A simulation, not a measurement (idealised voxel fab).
This section sets out a process module, namely voxel wiring stack.
Section cut is 225 nm wide and gridded with 5 nm square cells.
Just so we're on the same page, the cross-sections are grids of square cells, and they're listed out in bands top to bottom, each band one or more rows deep. A band entry consists of two parts. The first gives the height of the band's top and the height of its bottom, in nm. The rest lists the band's materials from left to right, each with its width in nm. A single material labelled with the word "all across" fills the band from edge to edge, and the word "empty" marks empty space. Height 0 is the level under which the wafer as received is all one material. The lowest band goes on downwards, as in "0..down". The expression "30->40" gives the width at the extremes of the band, the first number at its top row of cells and the second at its bottom row, with the width changing by equal amounts from each row to the next in between. Given "nothing altered" for a step, no cell of the cross-section differs between before and after that step. Sealed void inventory: empty space of 8 cells or more with no open way to the top, each as width x height at its distance from the left edge, in nm. On a step's line, text after the settings is the simulator commenting on that step. For masked steps, "overlay nm" on the step line gives how far right of plan the mask actually lay; a minus sign means it lay to the left.
Process steps - plan
1: RECEIVE [material Si]
2: CONFORMAL_DEP [material SiO2] [thk nm 15]
3: CONFORMAL_DEP [material SiN] [thk nm 5]
4: DIRECTIONAL_DEP [material lowk] [thk nm 20]
5: MASKED_ETCH [tone open] [mask id METAL_1] [width nm 25] [pitch nm 55] [etch materials lowk] [depth nm 20] [overlay nm 0]
6: MASKED_ETCH [tone open] [mask id METAL_1] [width nm 25] [pitch nm 55] [etch materials SiN] [depth nm 5] [overlay nm 0]
7: CONFORMAL_DEP [material TiN] [thk nm 5]
8: FILL_DEP [material Cu] [thk nm 5]
9: CMP [height nm 40]
10: EPI [material Ru] [thk nm 5]
11: FILL_DEP [material SiCN] [thk nm 5]
12: DIRECTIONAL_DEP [material SiO2] [thk nm 20]
13: MASKED_ETCH [tone open] [mask id PLUG_1] [width nm 15] [etch materials SiO2] [depth nm 20] [overlay nm 0]
14: MASKED_ETCH [tone open] [mask id PLUG_1] [width nm 15] [etch materials SiCN] [depth nm 5] [overlay nm 0]
15: CONFORMAL_DEP [material TiN] [thk nm 5]
16: FILL_DEP [material Cu] [thk nm 5]
17: CMP [height nm 70]
18: DIRECTIONAL_DEP [material TiN] [thk nm 5]
19: DIRECTIONAL_DEP [material W] [thk nm 25]
20: DIRECTIONAL_DEP [material aC] [thk nm 10]
21: PATTERN [tone cover] [mask id METAL_2] [material resist] [width nm 25] [pitch nm 55] [thk nm 30] [overlay nm 0]
22: DIRECTIONAL_ETCH [etch materials aC] [depth nm 10]
23: STRIP [etch materials resist]
24: DIRECTIONAL_ETCH [etch materials W] [depth nm 25]
25: DIRECTIONAL_ETCH [etch materials TiN] [depth nm 5]
26: STRIP [etch materials aC]
27: FILL_DEP [material lowk] [thk nm 5]
28: CMP [height nm 100]
29: CONFORMAL_DEP [material SiCN] [thk nm 5]
30: DIRECTIONAL_DEP [material lowk] [thk nm 30]
31: PATTERN [tone open] [mask id METAL_3] [material resist] [width nm 25] [pitch nm 55] [thk nm 20] [overlay nm 0]
32: DIRECTIONAL_ETCH [etch materials lowk] [depth nm 15]
33: STRIP [etch materials resist]
34: MASKED_ETCH [tone open] [mask id METAL_3_HOLES] [width nm 15] [etch materials lowk] [depth nm 15] [overlay nm 0]
35: MASKED_ETCH [tone open] [mask id METAL_3_HOLES] [width nm 15] [etch materials SiCN] [depth nm 5] [overlay nm 0]
36: CONFORMAL_DEP [material TiN] [thk nm 5]
37: FILL_DEP [material Cu] [thk nm 5]
38: CMP [height nm 135]
39: CONFORMAL_DEP [material SiCN] [thk nm 5]
40: DIRECTIONAL_DEP [material lowk] [thk nm 15]
41: MASKED_ETCH [tone open] [mask id PLUG_3] [width nm 15] [pitch nm 55] [etch materials lowk] [depth nm 15] [overlay nm 0]
42: MASKED_ETCH [tone open] [mask id PLUG_3] [width nm 15] [pitch nm 55] [etch materials SiCN] [depth nm 5] [overlay nm 0]
43: EPI [material Ru] [thk nm 10]
44: EPI [material Ru] [thk nm 10]
45: CONFORMAL_DEP [material SiN] [thk nm 5]
46: DIRECTIONAL_DEP [material SiO2] [thk nm 15]
47: MASKED_ETCH [tone open] [mask id METAL_4] [width nm 25] [pitch nm 55] [etch materials SiO2] [depth nm 15] [overlay nm 0]
48: MASKED_ETCH [tone open] [mask id METAL_4] [width nm 25] [pitch nm 55] [etch materials SiN] [depth nm 5] [overlay nm 0]
49: CONFORMAL_DEP [material TiN] [thk nm 5]
50: FILL_DEP [material Ru] [thk nm 5]
51: CMP [height nm 175]
52: CONFORMAL_DEP [material SiN] [thk nm 5]
The first of the two wafers, which ran as planned
So this is the incoming wafer in cross-section - it's already been through step 1
    0..down: Si all across
    Sealed void inventory: none
The following cross-section depicts the wafer upon completion of step 2
    15..0: SiO2 all across
    Whatever lies below 0 is exactly as it was before.
The following cross-section depicts the wafer upon completion of step 3
    20..15: SiN all across
    Whatever lies below 15 is exactly as it was before.
The following cross-section depicts the wafer upon completion of step 4
    40..20: lowk all across
    Whatever lies below 20 is exactly as it was before.
The following cross-section depicts the wafer upon completion of step 5
    40..20: lowk=70 / empty=25 / lowk=30 / empty=25 / lowk=75
    Whatever lies below 20 is exactly as it was before.
The following cross-section depicts the wafer upon completion of step 6
    40..20: lowk=70 / empty=25 / lowk=30 / empty=25 / lowk=75
    20..15: SiN=70 / empty=25 / SiN=30 / empty=25 / SiN=75
    Whatever lies below 15 is exactly as it was before.
The following cross-section depicts the wafer upon completion of step 7
    45..40: TiN=75 / empty=15 / TiN=40 / empty=15 / TiN=80
    40..20: lowk=70 / TiN=5 / empty=15 / TiN=5 / lowk=30 / TiN=5 / empty=15 / TiN=5 / lowk=75
    20..15: SiN=70 / TiN=25 / SiN=30 / TiN=25 / SiN=75
    Whatever lies below 15 is exactly as it was before.
The following cross-section depicts the wafer upon completion of step 8
    50..45: Cu all across
    45..40: TiN=75 / Cu=15 / TiN=40 / Cu=15 / TiN=80
    40..20: lowk=70 / TiN=5 / Cu=15 / TiN=5 / lowk=30 / TiN=5 / Cu=15 / TiN=5 / lowk=75
    Whatever lies below 20 is exactly as it was before.
The following cross-section depicts the wafer upon completion of step 9
    40..20: lowk=70 / TiN=5 / Cu=15 / TiN=5 / lowk=30 / TiN=5 / Cu=15 / TiN=5 / lowk=75
    Whatever lies below 20 is exactly as it was before.
The following cross-section depicts the wafer upon completion of step 10
    45..40: empty=65 / Ru=35 / empty=20 / Ru=35 / empty=70
    Whatever lies below 40 is exactly as it was before.
The following cross-section depicts the wafer upon completion of step 11
    50..45: SiCN all across
    45..40: SiCN=65 / Ru=35 / SiCN=20 / Ru=35 / SiCN=70
    Whatever lies below 40 is exactly as it was before.
The following cross-section depicts the wafer upon completion of step 12
    70..50: SiO2 all across
    Whatever lies below 50 is exactly as it was before.
The following cross-section depicts the wafer upon completion of step 13
    70..50: SiO2=70 / empty=15 / SiO2=140
    Whatever lies below 50 is exactly as it was before.
The following cross-section depicts the wafer upon completion of step 14
    70..50: SiO2=70 / empty=15 / SiO2=140
    50..45: SiCN=70 / empty=15 / SiCN=140
    Whatever lies below 45 is exactly as it was before.
The following cross-section depicts the wafer upon completion of step 15
    75..70: TiN=75 / empty=5 / TiN=145
    70..50: SiO2=70 / TiN=5 / empty=5 / TiN=5 / SiO2=140
    50..45: SiCN=70 / TiN=15 / SiCN=140
    Whatever lies below 45 is exactly as it was before.
The following cross-section depicts the wafer upon completion of step 16
    80..75: Cu all across
    75..70: TiN=75 / Cu=5 / TiN=145
    70..50: SiO2=70 / TiN=5 / Cu=5 / TiN=5 / SiO2=140
    Whatever lies below 50 is exactly as it was before.
The following cross-section depicts the wafer upon completion of step 17
    70..50: SiO2=70 / TiN=5 / Cu=5 / TiN=5 / SiO2=140
    Whatever lies below 50 is exactly as it was before.
The following cross-section depicts the wafer upon completion of step 18
    75..70: TiN all across
    Whatever lies below 70 is exactly as it was before.
The following cross-section depicts the wafer upon completion of step 19
    100..75: W all across
    Whatever lies below 75 is exactly as it was before.
The following cross-section depicts the wafer upon completion of step 20
    110..100: aC all across
    Whatever lies below 100 is exactly as it was before.
The following cross-section depicts the wafer upon completion of step 21
    140..110: empty=70 / resist=25 / empty=30 / resist=25 / empty=75
    Whatever lies below 110 is exactly as it was before.
The following cross-section depicts the wafer upon completion of step 22
    130..110: empty=70 / resist=25 / empty=30 / resist=25 / empty=75
    110..100: empty=70 / aC=25 / empty=30 / aC=25 / empty=75
    Whatever lies below 100 is exactly as it was before.
The following cross-section depicts the wafer upon completion of step 23
    110..100: empty=70 / aC=25 / empty=30 / aC=25 / empty=75
    Whatever lies below 100 is exactly as it was before.
The following cross-section depicts the wafer upon completion of step 24
    110..100: empty=70 / aC=25 / empty=30 / aC=25 / empty=75
    100..75: empty=70 / W=25 / empty=30 / W=25 / empty=75
    Whatever lies below 75 is exactly as it was before.
The following cross-section depicts the wafer upon completion of step 25
    110..100: empty=70 / aC=25 / empty=30 / aC=25 / empty=75
    100..75: empty=70 / W=25 / empty=30 / W=25 / empty=75
    75..70: empty=70 / TiN=25 / empty=30 / TiN=25 / empty=75
    Whatever lies below 70 is exactly as it was before.
The following cross-section depicts the wafer upon completion of step 26
    100..75: empty=70 / W=25 / empty=30 / W=25 / empty=75
    Whatever lies below 75 is exactly as it was before.
The following cross-section depicts the wafer upon completion of step 27
    105..100: lowk all across
    100..75: lowk=70 / W=25 / lowk=30 / W=25 / lowk=75
    75..70: lowk=70 / TiN=25 / lowk=30 / TiN=25 / lowk=75
    Whatever lies below 70 is exactly as it was before.
The following cross-section depicts the wafer upon completion of step 28
    100..75: lowk=70 / W=25 / lowk=30 / W=25 / lowk=75
    Whatever lies below 75 is exactly as it was before.
The following cross-section depicts the wafer upon completion of step 29
    105..100: SiCN all across
    Whatever lies below 100 is exactly as it was before.
The following cross-section depicts the wafer upon completion of step 30
    135..105: lowk all across
    Whatever lies below 105 is exactly as it was before.
The following cross-section depicts the wafer upon completion of step 31
    155..135: resist=70 / empty=25 / resist=30 / empty=25 / resist=75
    Whatever lies below 135 is exactly as it was before.
The following cross-section depicts the wafer upon completion of step 32
    155..135: resist=70 / empty=25 / resist=30 / empty=25 / resist=75
    135..120: lowk=70 / empty=25 / lowk=30 / empty=25 / lowk=75
    Whatever lies below 120 is exactly as it was before.
The following cross-section depicts the wafer upon completion of step 33
    135..120: lowk=70 / empty=25 / lowk=30 / empty=25 / lowk=75
    Whatever lies below 120 is exactly as it was before.
The following cross-section depicts the wafer upon completion of step 34
    135..120: lowk=70 / empty=25 / lowk=30 / empty=25 / lowk=75
    120..105: lowk=70 / empty=15 / lowk=140
    Whatever lies below 105 is exactly as it was before.
The following cross-section depicts the wafer upon completion of step 35
    135..120: lowk=70 / empty=25 / lowk=30 / empty=25 / lowk=75
    120..105: lowk=70 / empty=15 / lowk=140
    105..100: SiCN=70 / empty=15 / SiCN=140
    Whatever lies below 100 is exactly as it was before.
The following cross-section depicts the wafer upon completion of step 36
    140..135: TiN=75 / empty=15 / TiN=40 / empty=15 / TiN=80
    135..125: lowk=70 / TiN=5 / empty=15 / TiN=5 / lowk=30 / TiN=5 / empty=15 / TiN=5 / lowk=75
    125..120: lowk=70 / TiN=5 / empty=5 / TiN=15 / lowk=30 / TiN=25 / lowk=75
    120..105: lowk=70 / TiN=5 / empty=5 / TiN=5 / lowk=140
    105..100: SiCN=70 / TiN=15 / SiCN=140
    Whatever lies below 100 is exactly as it was before.
The following cross-section depicts the wafer upon completion of step 37
    145..140: Cu all across
    140..135: TiN=75 / Cu=15 / TiN=40 / Cu=15 / TiN=80
    135..125: lowk=70 / TiN=5 / Cu=15 / TiN=5 / lowk=30 / TiN=5 / Cu=15 / TiN=5 / lowk=75
    125..120: lowk=70 / TiN=5 / Cu=5 / TiN=15 / lowk=30 / TiN=25 / lowk=75
    120..105: lowk=70 / TiN=5 / Cu=5 / TiN=5 / lowk=140
    Whatever lies below 105 is exactly as it was before.
The following cross-section depicts the wafer upon completion of step 38
    135..125: lowk=70 / TiN=5 / Cu=15 / TiN=5 / lowk=30 / TiN=5 / Cu=15 / TiN=5 / lowk=75
    Whatever lies below 125 is exactly as it was before.
The following cross-section depicts the wafer upon completion of step 39
    140..135: SiCN all across
    Whatever lies below 135 is exactly as it was before.
The following cross-section depicts the wafer upon completion of step 40
    155..140: lowk all across
    Whatever lies below 140 is exactly as it was before.
The following cross-section depicts the wafer upon completion of step 41
    155..140: lowk=70 / empty=15 / lowk=40 / empty=15 / lowk=85
    Whatever lies below 140 is exactly as it was before.
The following cross-section depicts the wafer upon completion of step 42
    155..140: lowk=70 / empty=15 / lowk=40 / empty=15 / lowk=85
    140..135: SiCN=70 / empty=15 / SiCN=40 / empty=15 / SiCN=85
    Whatever lies below 135 is exactly as it was before.
The following cross-section depicts the wafer upon completion of step 43
    155..145: lowk=70 / empty=15 / lowk=40 / empty=15 / lowk=85
    145..140: lowk=70 / Ru=15 / lowk=40 / Ru=15 / lowk=85
    140..135: SiCN=70 / Ru=15 / SiCN=40 / Ru=15 / SiCN=85
    Whatever lies below 135 is exactly as it was before.
The following cross-section depicts the wafer upon completion of step 44
    155..140: lowk=70 / Ru=15 / lowk=40 / Ru=15 / lowk=85
    Whatever lies below 140 is exactly as it was before.
The following cross-section depicts the wafer upon completion of step 45
    160..155: SiN all across
    Whatever lies below 155 is exactly as it was before.
The following cross-section depicts the wafer upon completion of step 46
    175..160: SiO2 all across
    Whatever lies below 160 is exactly as it was before.
The following cross-section depicts the wafer upon completion of step 47
    175..160: SiO2=70 / empty=25 / SiO2=30 / empty=25 / SiO2=75
    Whatever lies below 160 is exactly as it was before.
The following cross-section depicts the wafer upon completion of step 48
    175..160: SiO2=70 / empty=25 / SiO2=30 / empty=25 / SiO2=75
    160..155: SiN=70 / empty=25 / SiN=30 / empty=25 / SiN=75
    Whatever lies below 155 is exactly as it was before.
The following cross-section depicts the wafer upon completion of step 49
    180..175: TiN=75 / empty=15 / TiN=40 / empty=15 / TiN=80
    175..160: SiO2=70 / TiN=5 / empty=15 / TiN=5 / SiO2=30 / TiN=5 / empty=15 / TiN=5 / SiO2=75
    160..155: SiN=70 / TiN=25 / SiN=30 / TiN=25 / SiN=75
    Whatever lies below 155 is exactly as it was before.
The following cross-section depicts the wafer upon completion of step 50
    185..180: Ru all across
    180..175: TiN=75 / Ru=15 / TiN=40 / Ru=15 / TiN=80
    175..160: SiO2=70 / TiN=5 / Ru=15 / TiN=5 / SiO2=30 / TiN=5 / Ru=15 / TiN=5 / SiO2=75
    Whatever lies below 160 is exactly as it was before.
The following cross-section depicts the wafer upon completion of step 51
    175..160: SiO2=70 / TiN=5 / Ru=15 / TiN=5 / SiO2=30 / TiN=5 / Ru=15 / TiN=5 / SiO2=75
    Whatever lies below 160 is exactly as it was before.
The following cross-section depicts the wafer upon completion of step 52
    180..175: SiN all across
    Whatever lies below 175 is exactly as it was before.
For the second wafer, take the first wafer's start and plan, then add one mistake made in running it; everything through step 49, that step included, is shared with the first
when step 50 should have ended
    185..180: W all across
    180..175: TiN=75 / W=15 / TiN=40 / W=15 / TiN=80
    175..160: SiO2=70 / TiN=5 / W=15 / TiN=5 / SiO2=30 / TiN=5 / W=15 / TiN=5 / SiO2=75
    Whatever lies below 160 is exactly as it was before.
when step 51 should have ended
    175..160: SiO2=70 / TiN=5 / W=15 / TiN=5 / SiO2=30 / TiN=5 / W=15 / TiN=5 / SiO2=75
    Whatever lies below 160 is exactly as it was before.
when step 52 should have ended
    180..175: SiN all across
    Whatever lies below 175 is exactly as it was before.
Processing error: the process deviated at step 50: the operation and settings actually run there were FILL_DEP [material W] [thk nm 5]
Upon completion, the second wafer contains, in terms of cells, a greater or smaller amount of certain materials than the first wafer: 18 fewer of Ru, 18 more of W
